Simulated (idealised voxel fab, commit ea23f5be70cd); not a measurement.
Documented hereafter: the process module known as voxel self aligned contacts.
The width of the displayed cross-section, cut, is 235 nm; its cells are square, with a size of 5 nm.
Format of a cross-section: grid, square cells. Given as bands. Order: top down. Band: one or more rows of cells. Band: top and bottom heights (nm) first, top before bottom; then materials from left to right, widths in nm. "everywhere" marks a sole material filling the band edge to edge. "empty" denotes empty space. Height is counted from the level 0, under which the received wafer is composed throughout of one material. The lowest of the bands is not closed at the bottom but continues downward, in the notation "0 and below". Top row gets the first number, bottom row gets the second, and each row in between changes by the same step: that is how a band width like "30 to 40" works. Given "everything unchanged" for a step, no cell of the cross-section differs between before and after that step. "Sealed cavities" contains a list of empty spaces, each no smaller than 8 cells and without an open way to the top, written in the form width x height at distance with the distance from the left edge and all three in nm. Read whatever lies past the settings on a step's line as the simulator's own remark about the step. overlay nm: how far to the right of its planned place the mask lay on this masked step (negative: to the left).
Below is the list of planned process steps
1 RECEIVE [material Si]
2 CONFORMAL_DEP [material SiO2] [thk nm 5]
3 DIRECTIONAL_DEP [material polySi] [thk nm 30]
4 DIRECTIONAL_DEP [material SiN] [thk nm 20]
5 DIRECTIONAL_DEP [material aC] [thk nm 15]
6 PATTERN [tone cover] [mask id GATE] [material resist] [width nm 35] [pitch nm 75] [thk nm 30] [overlay nm 0]
7 DIRECTIONAL_ETCH [etch materials aC] [depth nm 15]
8 STRIP [etch materials resist]
9 DIRECTIONAL_ETCH [etch materials SiN] [depth nm 20]
10 DIRECTIONAL_ETCH [etch materials polySi] [depth nm 30]
11 STRIP [etch materials aC]
12 CONFORMAL_DEP [material SiN] [thk nm 10]
13 DIRECTIONAL_ETCH [etch materials SiN] [depth nm 5]
14 FILL_DEP [material SiO2] [thk nm 20]
15 CMP [height nm 65]
16 DIRECTIONAL_DEP [material aC] [thk nm 15]
17 PATTERN [tone open] [mask id CONTACT] [material resist] [width nm 50] [pitch nm 75] [thk nm 35] [overlay nm 0]
18 DIRECTIONAL_ETCH [etch materials aC] [depth nm 15]
19 STRIP [etch materials resist]
20 DIRECTIONAL_ETCH [etch materials SiO2] [depth nm 65]
21 STRIP [etch materials aC]
22 CONFORMAL_DEP [material TiN] [thk nm 5]
23 FILL_DEP [material W] [thk nm 10]
24 CMP [height nm 65]
25 CONFORMAL_DEP [material SiCN] [thk nm 5]
Variable across wafers: step 13 depth nm (plan value is that of the first wafer; starting state common to all).
Received wafers, first of several: cross-section after step 1
0 and below | Si everywhere
Sealed cavities: none
Heads up, this table goes wafer by wafer. A row tells you, at the end of the module, how many cells of each material that wafer has put on (+) or dropped (-) since it was received, and then its closed voids
depth nm 5, +47 SiCN, +251 SiN, +134 SiO2, +60 TiN, +40 W, +126 polySi, Sealed cavities: none
depth nm 10, +47 SiCN, +204 SiN, +153 SiO2, +68 TiN, +60 W, +126 polySi, Sealed cavities: none
depth nm 15, +47 SiCN, +171 SiN, +174 SiO2, +68 TiN, +72 W, +126 polySi, Sealed cavities: none
depth nm 20, +47 SiCN, +138 SiN, +195 SiO2, +68 TiN, +84 W, +126 polySi, Sealed cavities: none
